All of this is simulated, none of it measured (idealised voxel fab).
Process module heading - voxel transistor to metal
In the cross-section labelled cut, the width is 300 nm and each square cell is 5 nm.
Each cross-section below is a grid of square cells, stated as bands in top-down order, with one or more rows of cells making up each band. Heads up on the band format: heights come first, top then bottom, in nm. After that it's the materials left to right, each with its width in nm. A single material flagged "everywhere" fills the whole band edge to edge, and "blank" means there's empty space there. Convention: height 0 is the level below which the wafer, as received, is all one material. The lowest band does not terminate at the bottom but continues downward, represented as "0 -> down". Width: "30..40" (first number = top row, second number = bottom row, same change from row to row of cells). You'll sometimes find "no alterations made" written for a step, and that's the way of saying that nowhere in the cross-section did a cell change during that step. "Internal closed voids" contains a list of empty spaces, each no smaller than 8 cells and without an open way to the top, written in the form width x height at distance with the distance from the left edge and all three in nm. On a step's line, text after the settings is the simulator commenting on that step. overlay nm: right-of-plan distance of the mask on a masked step; negative values mean left-of-plan.

## plan
- 1: RECEIVE,material Si
- 2: OXIDIZE,depth nm 5
- 3: CONFORMAL_DEP,material SiN,thk nm 10
- 4: MASKED_ETCH,tone cover,mask id ACTIVE,width nm 115,pitch nm 135,etch materials SiN,depth nm 10,overlay nm 0
- 5: MASKED_ETCH,tone cover,mask id ACTIVE,width nm 115,pitch nm 135,etch materials SiO2,depth nm 5,overlay nm 0
- 6: MASKED_ETCH,tone cover,mask id ACTIVE,width nm 115,pitch nm 135,etch materials Si,depth nm 35,overlay nm 0
- 7: OXIDIZE,depth nm 5
- 8: FILL_DEP,material SiO2,thk nm 10
- 9: CMP,height nm 10
- 10: SELECTIVE_ETCH,etch materials SiO2,depth nm 5
- 11: STRIP,etch materials SiN
- 12: SELECTIVE_ETCH,etch materials SiO2,depth nm 5
- 13: OXIDIZE,depth nm 5
- 14: DIRECTIONAL_DEP,material polySi,thk nm 20
- 15: DIRECTIONAL_DEP,material SiCN,thk nm 15
- 16: DIRECTIONAL_DEP,material aC,thk nm 10
- 17: PATTERN,tone cover,mask id GATE,material resist,width nm 25,pitch nm 135,thk nm 30,overlay nm 0
- 18: DIRECTIONAL_ETCH,etch materials aC,depth nm 10
- 19: STRIP,etch materials resist
- 20: DIRECTIONAL_ETCH,etch materials SiCN,depth nm 25
- 21: DIRECTIONAL_ETCH,etch materials polySi,depth nm 30
- 22: STRIP,etch materials aC
- 23: CONFORMAL_DEP,material SiO2,thk nm 5
- 24: DIRECTIONAL_ETCH,etch materials SiO2,depth nm 5
- 25: CONFORMAL_DEP,material SiN,thk nm 5
- 26: DIRECTIONAL_ETCH,etch materials SiN,depth nm 5
- 27: DIRECTIONAL_ETCH,etch materials SiO2,depth nm 5
- 28: DIRECTIONAL_ETCH,etch materials Si,depth nm 10
- 29: EPI,material pSi,thk nm 10
- 30: FILL_DEP,material SiO2,thk nm 5
- 31: CMP,height nm 15
- 32: STRIP,etch materials polySi
- 33: SELECTIVE_ETCH,etch materials SiO2,depth nm 5
- 34: CONFORMAL_DEP,material HfO2,thk nm 5
- 35: CONFORMAL_DEP,material TiN,thk nm 5
- 36: FILL_DEP,material W,thk nm 10
- 37: CMP,height nm 10
- 38: DIRECTIONAL_DEP,material SiO2,thk nm 15
- 39: MASKED_ETCH,tone open,mask id CONTACT,width nm 15,etch materials SiO2,depth nm 35,overlay nm 0
- 40: CONFORMAL_DEP,material TiN,thk nm 5
- 41: FILL_DEP,material Ru,thk nm 10
- 42: CMP,height nm 25
- 43: DIRECTIONAL_DEP,material TiN,thk nm 5
- 44: DIRECTIONAL_DEP,material Ru,thk nm 25
- 45: MASKED_ETCH,tone cover,mask id METAL_1,width nm 15,etch materials Ru,depth nm 25,overlay nm 0
- 46: MASKED_ETCH,tone cover,mask id METAL_1,width nm 15,etch materials TiN,depth nm 5,overlay nm 0
- 47: FILL_DEP,material lowk,thk nm 5
- 48: CMP,height nm 55
- 49: CONFORMAL_DEP,material SiN,thk nm 5

## Wafer, first of two, run as planned

## Shown in cross-section is the wafer as received, that is, as it stands after step 1
> 0 -> down: Si everywhere
> Internal closed voids: none

## Cross-section of the wafer after step 2
> 0 -> -5: SiO2 everywhere
> Whatever lies below -5 is exactly as it was before.

## Cross-section of the wafer after step 3
> 10 -> 0: SiN everywhere
> Whatever lies below 0 is exactly as it was before.

## Cross-section of the wafer after step 4
> 10 -> 0: blank (25), SiN (115), blank (20), SiN (115), blank (25)
> Whatever lies below 0 is exactly as it was before.

## Cross-section of the wafer after step 5
> 10 -> 0: blank (25), SiN (115), blank (20), SiN (115), blank (25)
> 0 -> -5: blank (25), SiO2 (115), blank (20), SiO2 (115), blank (25)
> Whatever lies below -5 is exactly as it was before.

## Cross-section of the wafer after step 6
> 10 -> 0: blank (25), SiN (115), blank (20), SiN (115), blank (25)
> 0 -> -5: blank (25), SiO2 (115), blank (20), SiO2 (115), blank (25)
> -5 -> -40: blank (25), Si (115), blank (20), Si (115), blank (25)
> Whatever lies below -40 is exactly as it was before.

## Cross-section of the wafer after step 7
> 10 -> 0: blank (25), SiN (115), blank (20), SiN (115), blank (25)
> 0 -> -5: blank (25), SiO2 (115), blank (20), SiO2 (115), blank (25)
> -5 -> -40: blank (25), SiO2 (5), Si (105), SiO2 (5), blank (20), SiO2 (5), Si (105), SiO2 (5), blank (25)
> -40 -> -45: SiO2 (30), Si (105), SiO2 (30), Si (105), SiO2 (30)
> Whatever lies below -45 is exactly as it was before.

## Cross-section of the wafer after step 8
> 20 -> 10: SiO2 everywhere
> 10 -> 0: SiO2 (25), SiN (115), SiO2 (20), SiN (115), SiO2 (25)
> 0 -> -5: SiO2 everywhere
> -5 -> -45: SiO2 (30), Si (105), SiO2 (30), Si (105), SiO2 (30)
> Whatever lies below -45 is exactly as it was before.

## Cross-section of the wafer after step 9
> 10 -> 0: SiO2 (25), SiN (115), SiO2 (20), SiN (115), SiO2 (25)
> Whatever lies below 0 is exactly as it was before.

## Cross-section of the wafer after step 10
> 10 -> 5: blank (25), SiN (115), blank (20), SiN (115), blank (25)
> Whatever lies below 5 is exactly as it was before.

## Cross-section of the wafer after step 11
> 5 -> 0: SiO2 (25), blank (115), SiO2 (20), blank (115), SiO2 (25)
> Whatever lies below 0 is exactly as it was before.

## Cross-section of the wafer after step 12
> 0 -> -5: SiO2 (20), blank (125), SiO2 (10), blank (125), SiO2 (20)
> Whatever lies below -5 is exactly as it was before.

## Cross-section of the wafer after step 13
> 0 -> -5: SiO2 (20), blank (125), SiO2 (10), blank (125), SiO2 (20)
> -5 -> -10: SiO2 everywhere
> Whatever lies below -10 is exactly as it was before.

## Cross-section of the wafer after step 14
> 20 -> 15: polySi (20), blank (125), polySi (10), blank (125), polySi (20)
> 15 -> 0: polySi everywhere
> 0 -> -5: SiO2 (20), polySi (125), SiO2 (10), polySi (125), SiO2 (20)
> Whatever lies below -5 is exactly as it was before.

## Cross-section of the wafer after step 15
> 35 -> 30: SiCN (20), blank (125), SiCN (10), blank (125), SiCN (20)
> 30 -> 20: SiCN everywhere
> 20 -> 15: polySi (20), SiCN (125), polySi (10), SiCN (125), polySi (20)
> Whatever lies below 15 is exactly as it was before.

## Cross-section of the wafer after step 16
> 45 -> 40: aC (20), blank (125), aC (10), blank (125), aC (20)
> 40 -> 35: aC everywhere
> 35 -> 30: SiCN (20), aC (125), SiCN (10), aC (125), SiCN (20)
> Whatever lies below 30 is exactly as it was before.

## Cross-section of the wafer after step 17
> 75 -> 45: blank (70), resist (25), blank (110), resist (25), blank (70)
> 45 -> 40: aC (20), blank (50), resist (25), blank (50), aC (10), blank (50), resist (25), blank (50), aC (20)
> Whatever lies below 40 is exactly as it was before.

## Cross-section of the wafer after step 18
> 65 -> 40: blank (70), resist (25), blank (110), resist (25), blank (70)
> 40 -> 35: blank (70), aC (25), blank (110), aC (25), blank (70)
> 35 -> 30: SiCN (20), blank (50), aC (25), blank (50), SiCN (10), blank (50), aC (25), blank (50), SiCN (20)
> Whatever lies below 30 is exactly as it was before.

## Cross-section of the wafer after step 19
> 40 -> 35: blank (70), aC (25), blank (110), aC (25), blank (70)
> Whatever lies below 35 is exactly as it was before.

## Cross-section of the wafer after step 20
> 40 -> 30: blank (70), aC (25), blank (110), aC (25), blank (70)
> 30 -> 20: blank (70), SiCN (25), blank (110), SiCN (25), blank (70)
> 20 -> 15: polySi (20), blank (50), SiCN (25), blank (50), polySi (10), blank (50), SiCN (25), blank (50), polySi (20)
> Whatever lies below 15 is exactly as it was before.

## Cross-section of the wafer after step 21
> 40 -> 30: blank (70), aC (25), blank (110), aC (25), blank (70)
> 30 -> 15: blank (70), SiCN (25), blank (110), SiCN (25), blank (70)
> 15 -> 0: blank (70), polySi (25), blank (110), polySi (25), blank (70)
> 0 -> -5: SiO2 (20), blank (50), polySi (25), blank (50), SiO2 (10), blank (50), polySi (25), blank (50), SiO2 (20)
> Whatever lies below -5 is exactly as it was before.

## Cross-section of the wafer after step 22
> 30 -> 15: blank (70), SiCN (25), blank (110), SiCN (25), blank (70)
> Whatever lies below 15 is exactly as it was before.

## Cross-section of the wafer after step 23
> 35 -> 30: blank (65), SiO2 (35), blank (100), SiO2 (35), blank (65)
> 30 -> 15: blank (65), SiO2 (5), SiCN (25), SiO2 (5), blank (100), SiO2 (5), SiCN (25), SiO2 (5), blank (65)
> 15 -> 5: blank (65), SiO2 (5), polySi (25), SiO2 (5), blank (100), SiO2 (5), polySi (25), SiO2 (5), blank (65)
> 5 -> 0: SiO2 (25), blank (40), SiO2 (5), polySi (25), SiO2 (5), blank (40), SiO2 (20), blank (40), SiO2 (5), polySi (25), SiO2 (5), blank (40), SiO2 (25)
> 0 -> -5: SiO2 (70), polySi (25), SiO2 (110), polySi (25), SiO2 (70)
> Whatever lies below -5 is exactly as it was before.

## Cross-section of the wafer after step 24
> 30 -> 15: blank (65), SiO2 (5), SiCN (25), SiO2 (5), blank (100), SiO2 (5), SiCN (25), SiO2 (5), blank (65)
> 15 -> 0: blank (65), SiO2 (5), polySi (25), SiO2 (5), blank (100), SiO2 (5), polySi (25), SiO2 (5), blank (65)
> 0 -> -5: SiO2 (25), blank (40), SiO2 (5), polySi (25), SiO2 (5), blank (40), SiO2 (20), blank (40), SiO2 (5), polySi (25), SiO2 (5), blank (40), SiO2 (25)
> Whatever lies below -5 is exactly as it was before.

## Cross-section of the wafer after step 25
> 35 -> 30: blank (60), SiN (45), blank (90), SiN (45), blank (60)
> 30 -> 15: blank (60), SiN (5), SiO2 (5), SiCN (25), SiO2 (5), SiN (5), blank (90), SiN (5), SiO2 (5), SiCN (25), SiO2 (5), SiN (5), blank (60)
> 15 -> 5: blank (60), SiN (5), SiO2 (5), polySi (25), SiO2 (5), SiN (5), blank (90), SiN (5), SiO2 (5), polySi (25), SiO2 (5), SiN (5), blank (60)
> 5 -> 0: SiN (30), blank (30), SiN (5), SiO2 (5), polySi (25), SiO2 (5), SiN (5), blank (30), SiN (30), blank (30), SiN (5), SiO2 (5), polySi (25), SiO2 (5), SiN (5), blank (30), SiN (30)
> 0 -> -5: SiO2 (25), SiN (40), SiO2 (5), polySi (25), SiO2 (5), SiN (40), SiO2 (20), SiN (40), SiO2 (5), polySi (25), SiO2 (5), SiN (40), SiO2 (25)
> Whatever lies below -5 is exactly as it was before.

## Cross-section of the wafer after step 26
> 30 -> 15: blank (60), SiN (5), SiO2 (5), SiCN (25), SiO2 (5), SiN (5), blank (90), SiN (5), SiO2 (5), SiCN (25), SiO2 (5), SiN (5), blank (60)
> 15 -> 0: blank (60), SiN (5), SiO2 (5), polySi (25), SiO2 (5), SiN (5), blank (90), SiN (5), SiO2 (5), polySi (25), SiO2 (5), SiN (5), blank (60)
> 0 -> -5: SiO2 (25), SiN (5), blank (30), SiN (5), SiO2 (5), polySi (25), SiO2 (5), SiN (5), blank (30), SiN (5), SiO2 (20), SiN (5), blank (30), SiN (5), SiO2 (5), polySi (25), SiO2 (5), SiN (5), blank (30), SiN (5), SiO2 (25)
> Whatever lies below -5 is exactly as it was before.

## Cross-section of the wafer after step 27
> 30 -> 25: blank (60), SiN (5), blank (5), SiCN (25), blank (5), SiN (5), blank (90), SiN (5), blank (5), SiCN (25), blank (5), SiN (5), blank (60)
> 25 -> 15: blank (60), SiN (5), SiO2 (5), SiCN (25), SiO2 (5), SiN (5), blank (90), SiN (5), SiO2 (5), SiCN (25), SiO2 (5), SiN (5), blank (60)
> 15 -> 0: blank (60), SiN (5), SiO2 (5), polySi (25), SiO2 (5), SiN (5), blank (90), SiN (5), SiO2 (5), polySi (25), SiO2 (5), SiN (5), blank (60)
> 0 -> -5: blank (25), SiN (5), blank (30), SiN (5), SiO2 (5), polySi (25), SiO2 (5), SiN (5), blank (30), SiN (5), blank (20), SiN (5), blank (30), SiN (5), SiO2 (5), polySi (25), SiO2 (5), SiN (5), blank (30), SiN (5), blank (25)
> -5 -> -10: SiO2 (30), blank (30), SiO2 (45), blank (30), SiO2 (30), blank (30), SiO2 (45), blank (30), SiO2 (30)
> Whatever lies below -10 is exactly as it was before.

## Cross-section of the wafer after step 28
> 30 -> 25: blank (60), SiN (5), blank (5), SiCN (25), blank (5), SiN (5), blank (90), SiN (5), blank (5), SiCN (25), blank (5), SiN (5), blank (60)
> 25 -> 15: blank (60), SiN (5), SiO2 (5), SiCN (25), SiO2 (5), SiN (5), blank (90), SiN (5), SiO2 (5), SiCN (25), SiO2 (5), SiN (5), blank (60)
> 15 -> 0: blank (60), SiN (5), SiO2 (5), polySi (25), SiO2 (5), SiN (5), blank (90), SiN (5), SiO2 (5), polySi (25), SiO2 (5), SiN (5), blank (60)
> 0 -> -5: blank (25), SiN (5), blank (30), SiN (5), SiO2 (5), polySi (25), SiO2 (5), SiN (5), blank (30), SiN (5), blank (20), SiN (5), blank (30), SiN (5), SiO2 (5), polySi (25), SiO2 (5), SiN (5), blank (30), SiN (5), blank (25)
> -5 -> -10: SiO2 (30), blank (30), SiO2 (45), blank (30), SiO2 (30), blank (30), SiO2 (45), blank (30), SiO2 (30)
> -10 -> -20: SiO2 (30), blank (30), Si (45), blank (30), SiO2 (30), blank (30), Si (45), blank (30), SiO2 (30)
> Whatever lies below -20 is exactly as it was before.

## Cross-section of the wafer after step 29
> 30 -> 25: blank (60), SiN (5), blank (5), SiCN (25), blank (5), SiN (5), blank (90), SiN (5), blank (5), SiCN (25), blank (5), SiN (5), blank (60)
> 25 -> 15: blank (60), SiN (5), SiO2 (5), SiCN (25), SiO2 (5), SiN (5), blank (90), SiN (5), SiO2 (5), SiCN (25), SiO2 (5), SiN (5), blank (60)
> 15 -> 0: blank (60), SiN (5), SiO2 (5), polySi (25), SiO2 (5), SiN (5), blank (90), SiN (5), SiO2 (5), polySi (25), SiO2 (5), SiN (5), blank (60)
> 0 -> -5: blank (25), SiN (5), blank (20), pSi (10), SiN (5), SiO2 (5), polySi (25), SiO2 (5), SiN (5), pSi (10), blank (20), SiN (5), blank (20), SiN (5), blank (20), pSi (10), SiN (5), SiO2 (5), polySi (25), SiO2 (5), SiN (5), pSi (10), blank (20), SiN (5), blank (25)
> -5 -> -10: SiO2 (30), blank (20), pSi (10), SiO2 (45), pSi (10), blank (20), SiO2 (30), blank (20), pSi (10), SiO2 (45), pSi (10), blank (20), SiO2 (30)
> -10 -> -20: SiO2 (30), pSi (30), Si (45), pSi (30), SiO2 (30), pSi (30), Si (45), pSi (30), SiO2 (30)
> Whatever lies below -20 is exactly as it was before.

## Cross-section of the wafer after step 30
> 35 -> 30: SiO2 everywhere
> 30 -> 15: SiO2 (60), SiN (5), SiO2 (5), SiCN (25), SiO2 (5), SiN (5), SiO2 (90), SiN (5), SiO2 (5), SiCN (25), SiO2 (5), SiN (5), SiO2 (60)
> 15 -> 0: SiO2 (60), SiN (5), SiO2 (5), polySi (25), SiO2 (5), SiN (5), SiO2 (90), SiN (5), SiO2 (5), polySi (25), SiO2 (5), SiN (5), SiO2 (60)
> 0 -> -5: SiO2 (25), SiN (5), SiO2 (20), pSi (10), SiN (5), SiO2 (5), polySi (25), SiO2 (5), SiN (5), pSi (10), SiO2 (20), SiN (5), SiO2 (20), SiN (5), SiO2 (20), pSi (10), SiN (5), SiO2 (5), polySi (25), SiO2 (5), SiN (5), pSi (10), SiO2 (20), SiN (5), SiO2 (25)
> -5 -> -10: SiO2 (50), pSi (10), SiO2 (45), pSi (10), SiO2 (70), pSi (10), SiO2 (45), pSi (10), SiO2 (50)
> Whatever lies below -10 is exactly as it was before.

## Cross-section of the wafer after step 31
> 15 -> 0: SiO2 (60), SiN (5), SiO2 (5), polySi (25), SiO2 (5), SiN (5), SiO2 (90), SiN (5), SiO2 (5), polySi (25), SiO2 (5), SiN (5), SiO2 (60)
> Whatever lies below 0 is exactly as it was before.

## Cross-section of the wafer after step 32
> 15 -> 0: SiO2 (60), SiN (5), SiO2 (5), blank (25), SiO2 (5), SiN (5), SiO2 (90), SiN (5), SiO2 (5), blank (25), SiO2 (5), SiN (5), SiO2 (60)
> 0 -> -5: SiO2 (25), SiN (5), SiO2 (20), pSi (10), SiN (5), SiO2 (5), blank (25), SiO2 (5), SiN (5), pSi (10), SiO2 (20), SiN (5), SiO2 (20), SiN (5), SiO2 (20), pSi (10), SiN (5), SiO2 (5), blank (25), SiO2 (5), SiN (5), pSi (10), SiO2 (20), SiN (5), SiO2 (25)
> Whatever lies below -5 is exactly as it was before.

## Cross-section of the wafer after step 33
> 15 -> 10: blank (60), SiN (5), blank (35), SiN (5), blank (90), SiN (5), blank (35), SiN (5), blank (60)
> 10 -> 0: SiO2 (60), SiN (5), blank (35), SiN (5), SiO2 (90), SiN (5), blank (35), SiN (5), SiO2 (60)
> 0 -> -5: SiO2 (25), SiN (5), SiO2 (20), pSi (10), SiN (5), blank (35), SiN (5), pSi (10), SiO2 (20), SiN (5), SiO2 (20), SiN (5), SiO2 (20), pSi (10), SiN (5), blank (35), SiN (5), pSi (10), SiO2 (20), SiN (5), SiO2 (25)
> -5 -> -10: SiO2 (50), pSi (10), SiO2 (5), blank (35), SiO2 (5), pSi (10), SiO2 (70), pSi (10), SiO2 (5), blank (35), SiO2 (5), pSi (10), SiO2 (50)
> Whatever lies below -10 is exactly as it was before.

## Cross-section of the wafer after step 34
> 20 -> 15: blank (55), HfO2 (15), blank (25), HfO2 (15), blank (80), HfO2 (15), blank (25), HfO2 (15), blank (55)
> 15 -> 10: HfO2 (60), SiN (5), HfO2 (5), blank (25), HfO2 (5), SiN (5), HfO2 (90), SiN (5), HfO2 (5), blank (25), HfO2 (5), SiN (5), HfO2 (60)
> 10 -> 0: SiO2 (60), SiN (5), HfO2 (5), blank (25), HfO2 (5), SiN (5), SiO2 (90), SiN (5), HfO2 (5), blank (25), HfO2 (5), SiN (5), SiO2 (60)
> 0 -> -5: SiO2 (25), SiN (5), SiO2 (20), pSi (10), SiN (5), HfO2 (5), blank (25), HfO2 (5), SiN (5), pSi (10), SiO2 (20), SiN (5), SiO2 (20), SiN (5), SiO2 (20), pSi (10), SiN (5), HfO2 (5), blank (25), HfO2 (5), SiN (5), pSi (10), SiO2 (20), SiN (5), SiO2 (25)
> -5 -> -10: SiO2 (50), pSi (10), SiO2 (5), HfO2 (35), SiO2 (5), pSi (10), SiO2 (70), pSi (10), SiO2 (5), HfO2 (35), SiO2 (5), pSi (10), SiO2 (50)
> Whatever lies below -10 is exactly as it was before.

## Cross-section of the wafer after step 35
> 25 -> 20: blank (50), TiN (25), blank (15), TiN (25), blank (70), TiN (25), blank (15), TiN (25), blank (50)
> 20 -> 15: TiN (55), HfO2 (15), TiN (5), blank (15), TiN (5), HfO2 (15), TiN (80), HfO2 (15), TiN (5), blank (15), TiN (5), HfO2 (15), TiN (55)
> 15 -> 10: HfO2 (60), SiN (5), HfO2 (5), TiN (5), blank (15), TiN (5), HfO2 (5), SiN (5), HfO2 (90), SiN (5), HfO2 (5), TiN (5), blank (15), TiN (5), HfO2 (5), SiN (5), HfO2 (60)
> 10 -> 0: SiO2 (60), SiN (5), HfO2 (5), TiN (5), blank (15), TiN (5), HfO2 (5), SiN (5), SiO2 (90), SiN (5), HfO2 (5), TiN (5), blank (15), TiN (5), HfO2 (5), SiN (5), SiO2 (60)
> 0 -> -5: SiO2 (25), SiN (5), SiO2 (20), pSi (10), SiN (5), HfO2 (5), TiN (25), HfO2 (5), SiN (5), pSi (10), SiO2 (20), SiN (5), SiO2 (20), SiN (5), SiO2 (20), pSi (10), SiN (5), HfO2 (5), TiN (25), HfO2 (5), SiN (5), pSi (10), SiO2 (20), SiN (5), SiO2 (25)
> Whatever lies below -5 is exactly as it was before.

## Cross-section of the wafer after step 36
> 35 -> 25: W everywhere
> 25 -> 20: W (50), TiN (25), W (15), TiN (25), W (70), TiN (25), W (15), TiN (25), W (50)
> 20 -> 15: TiN (55), HfO2 (15), TiN (5), W (15), TiN (5), HfO2 (15), TiN (80), HfO2 (15), TiN (5), W (15), TiN (5), HfO2 (15), TiN (55)
> 15 -> 10: HfO2 (60), SiN (5), HfO2 (5), TiN (5), W (15), TiN (5), HfO2 (5), SiN (5), HfO2 (90), SiN (5), HfO2 (5), TiN (5), W (15), TiN (5), HfO2 (5), SiN (5), HfO2 (60)
> 10 -> 0: SiO2 (60), SiN (5), HfO2 (5), TiN (5), W (15), TiN (5), HfO2 (5), SiN (5), SiO2 (90), SiN (5), HfO2 (5), TiN (5), W (15), TiN (5), HfO2 (5), SiN (5), SiO2 (60)
> Whatever lies below 0 is exactly as it was before.

## Cross-section of the wafer after step 37
> 10 -> 0: SiO2 (60), SiN (5), HfO2 (5), TiN (5), W (15), TiN (5), HfO2 (5), SiN (5), SiO2 (90), SiN (5), HfO2 (5), TiN (5), W (15), TiN (5), HfO2 (5), SiN (5), SiO2 (60)
> Whatever lies below 0 is exactly as it was before.

## Cross-section of the wafer after step 38
> 25 -> 10: SiO2 everywhere
> Whatever lies below 10 is exactly as it was before.

## Cross-section of the wafer after step 39
> 25 -> 10: SiO2 (35), blank (15), SiO2 (65), blank (15), SiO2 (40), blank (15), SiO2 (65), blank (15), SiO2 (35)
> 10 -> 0: SiO2 (35), blank (15), SiO2 (10), SiN (5), HfO2 (5), TiN (5), W (15), TiN (5), HfO2 (5), SiN (5), SiO2 (10), blank (15), SiO2 (40), blank (15), SiO2 (10), SiN (5), HfO2 (5), TiN (5), W (15), TiN (5), HfO2 (5), SiN (5), SiO2 (10), blank (15), SiO2 (35)
> 0 -> -5: SiO2 (25), SiN (5), SiO2 (5), blank (15), pSi (10), SiN (5), HfO2 (5), TiN (25), HfO2 (5), SiN (5), pSi (10), blank (15), SiO2 (5), SiN (5), SiO2 (20), SiN (5), SiO2 (5), blank (15), pSi (10), SiN (5), HfO2 (5), TiN (25), HfO2 (5), SiN (5), pSi (10), blank (15), SiO2 (5), SiN (5), SiO2 (25)
> -5 -> -10: SiO2 (35), blank (15), pSi (10), SiO2 (5), HfO2 (35), SiO2 (5), pSi (10), blank (15), SiO2 (40), blank (15), pSi (10), SiO2 (5), HfO2 (35), SiO2 (5), pSi (10), blank (15), SiO2 (35)
> Whatever lies below -10 is exactly as it was before.

## Cross-section of the wafer after step 40
> 30 -> 25: TiN (40), blank (5), TiN (75), blank (5), TiN (50), blank (5), TiN (75), blank (5), TiN (40)
> 25 -> 10: SiO2 (35), TiN (5), blank (5), TiN (5), SiO2 (65), TiN (5), blank (5), TiN (5), SiO2 (40), TiN (5), blank (5), TiN (5), SiO2 (65), TiN (5), blank (5), TiN (5), SiO2 (35)
> 10 -> 0: SiO2 (35), TiN (5), blank (5), TiN (5), SiO2 (10), SiN (5), HfO2 (5), TiN (5), W (15), TiN (5), HfO2 (5), SiN (5), SiO2 (10), TiN (5), blank (5), TiN (5), SiO2 (40), TiN (5), blank (5), TiN (5), SiO2 (10), SiN (5), HfO2 (5), TiN (5), W (15), TiN (5), HfO2 (5), SiN (5), SiO2 (10), TiN (5), blank (5), TiN (5), SiO2 (35)
> 0 -> -5: SiO2 (25), SiN (5), SiO2 (5), TiN (5), blank (5), TiN (5), pSi (10), SiN (5), HfO2 (5), TiN (25), HfO2 (5), SiN (5), pSi (10), TiN (5), blank (5), TiN (5), SiO2 (5), SiN (5), SiO2 (20), SiN (5), SiO2 (5), TiN (5), blank (5), TiN (5), pSi (10), SiN (5), HfO2 (5), TiN (25), HfO2 (5), SiN (5), pSi (10), TiN (5), blank (5), TiN (5), SiO2 (5), SiN (5), SiO2 (25)
> -5 -> -10: SiO2 (35), TiN (15), pSi (10), SiO2 (5), HfO2 (35), SiO2 (5), pSi (10), TiN (15), SiO2 (40), TiN (15), pSi (10), SiO2 (5), HfO2 (35), SiO2 (5), pSi (10), TiN (15), SiO2 (35)
> Whatever lies below -10 is exactly as it was before.

## Cross-section of the wafer after step 41
> 40 -> 30: Ru everywhere
> 30 -> 25: TiN (40), Ru (5), TiN (75), Ru (5), TiN (50), Ru (5), TiN (75), Ru (5), TiN (40)
> 25 -> 10: SiO2 (35), TiN (5), Ru (5), TiN (5), SiO2 (65), TiN (5), Ru (5), TiN (5), SiO2 (40), TiN (5), Ru (5), TiN (5), SiO2 (65), TiN (5), Ru (5), TiN (5), SiO2 (35)
> 10 -> 0: SiO2 (35), TiN (5), Ru (5), TiN (5), SiO2 (10), SiN (5), HfO2 (5), TiN (5), W (15), TiN (5), HfO2 (5), SiN (5), SiO2 (10), TiN (5), Ru (5), TiN (5), SiO2 (40), TiN (5), Ru (5), TiN (5), SiO2 (10), SiN (5), HfO2 (5), TiN (5), W (15), TiN (5), HfO2 (5), SiN (5), SiO2 (10), TiN (5), Ru (5), TiN (5), SiO2 (35)
> 0 -> -5: SiO2 (25), SiN (5), SiO2 (5), TiN (5), Ru (5), TiN (5), pSi (10), SiN (5), HfO2 (5), TiN (25), HfO2 (5), SiN (5), pSi (10), TiN (5), Ru (5), TiN (5), SiO2 (5), SiN (5), SiO2 (20), SiN (5), SiO2 (5), TiN (5), Ru (5), TiN (5), pSi (10), SiN (5), HfO2 (5), TiN (25), HfO2 (5), SiN (5), pSi (10), TiN (5), Ru (5), TiN (5), SiO2 (5), SiN (5), SiO2 (25)
> Whatever lies below -5 is exactly as it was before.

## Cross-section of the wafer after step 42
> 25 -> 10: SiO2 (35), TiN (5), Ru (5), TiN (5), SiO2 (65), TiN (5), Ru (5), TiN (5), SiO2 (40), TiN (5), Ru (5), TiN (5), SiO2 (65), TiN (5), Ru (5), TiN (5), SiO2 (35)
> Whatever lies below 10 is exactly as it was before.

## Cross-section of the wafer after step 43
> 30 -> 25: TiN everywhere
> Whatever lies below 25 is exactly as it was before.

## Cross-section of the wafer after step 44
> 55 -> 30: Ru everywhere
> Whatever lies below 30 is exactly as it was before.

## Cross-section of the wafer after step 45
> 55 -> 30: blank (35), Ru (15), blank (65), Ru (15), blank (40), Ru (15), blank (65), Ru (15), blank (35)
> Whatever lies below 30 is exactly as it was before.

## Cross-section of the wafer after step 46
> 55 -> 30: blank (35), Ru (15), blank (65), Ru (15), blank (40), Ru (15), blank (65), Ru (15), blank (35)
> 30 -> 25: blank (35), TiN (15), blank (65), TiN (15), blank (40), TiN (15), blank (65), TiN (15), blank (35)
> Whatever lies below 25 is exactly as it was before.

## Cross-section of the wafer after step 47
> 60 -> 55: lowk everywhere
> 55 -> 30: lowk (35), Ru (15), lowk (65), Ru (15), lowk (40), Ru (15), lowk (65), Ru (15), lowk (35)
> 30 -> 25: lowk (35), TiN (15), lowk (65), TiN (15), lowk (40), TiN (15), lowk (65), TiN (15), lowk (35)
> Whatever lies below 25 is exactly as it was before.

## Cross-section of the wafer after step 48
> 55 -> 30: lowk (35), Ru (15), lowk (65), Ru (15), lowk (40), Ru (15), lowk (65), Ru (15), lowk (35)
> Whatever lies below 30 is exactly as it was before.

## Cross-section of the wafer after step 49
> 60 -> 55: SiN everywhere
> Whatever lies below 55 is exactly as it was before.

## For the second wafer, take the first wafer's start and plan, then add one mistake made in running it; everything through step 41, that step included, is shared with the first

Second wafer: cross-section at the scheduled end of step 42: no alterations made

## Second wafer: cross-section at the scheduled end of step 43
> 45 -> 40: TiN everywhere
> Whatever lies below 40 is exactly as it was before.

## Second wafer: cross-section at the scheduled end of step 44
> 70 -> 45: Ru everywhere
> Whatever lies below 45 is exactly as it was before.

## Second wafer: cross-section at the scheduled end of step 45
> 70 -> 45: blank (35), Ru (15), blank (65), Ru (15), blank (40), Ru (15), blank (65), Ru (15), blank (35)
> Whatever lies below 45 is exactly as it was before.

## Second wafer: cross-section at the scheduled end of step 46
> 70 -> 45: blank (35), Ru (15), blank (65), Ru (15), blank (40), Ru (15), blank (65), Ru (15), blank (35)
> 45 -> 40: blank (35), TiN (15), blank (65), TiN (15), blank (40), TiN (15), blank (65), TiN (15), blank (35)
> Whatever lies below 40 is exactly as it was before.

## Second wafer: cross-section at the scheduled end of step 47
> 75 -> 70: lowk everywhere
> 70 -> 45: lowk (35), Ru (15), lowk (65), Ru (15), lowk (40), Ru (15), lowk (65), Ru (15), lowk (35)
> 45 -> 40: lowk (35), TiN (15), lowk (65), TiN (15), lowk (40), TiN (15), lowk (65), TiN (15), lowk (35)
> Whatever lies below 40 is exactly as it was before.

## Second wafer: cross-section at the scheduled end of step 48
> 55 -> 45: lowk (35), Ru (15), lowk (65), Ru (15), lowk (40), Ru (15), lowk (65), Ru (15), lowk (35)
> Whatever lies below 45 is exactly as it was before.

## Second wafer: cross-section at the scheduled end of step 49
> 60 -> 55: SiN everywhere
> Whatever lies below 55 is exactly as it was before.
Finding, execution versus plan: step 42 of the plan did not run at all; it was left out
The final cell counts differ between the wafers, with the second having more or fewer of some materials than the first: 88 more of Ru, 56 more of TiN, 144 fewer of lowk
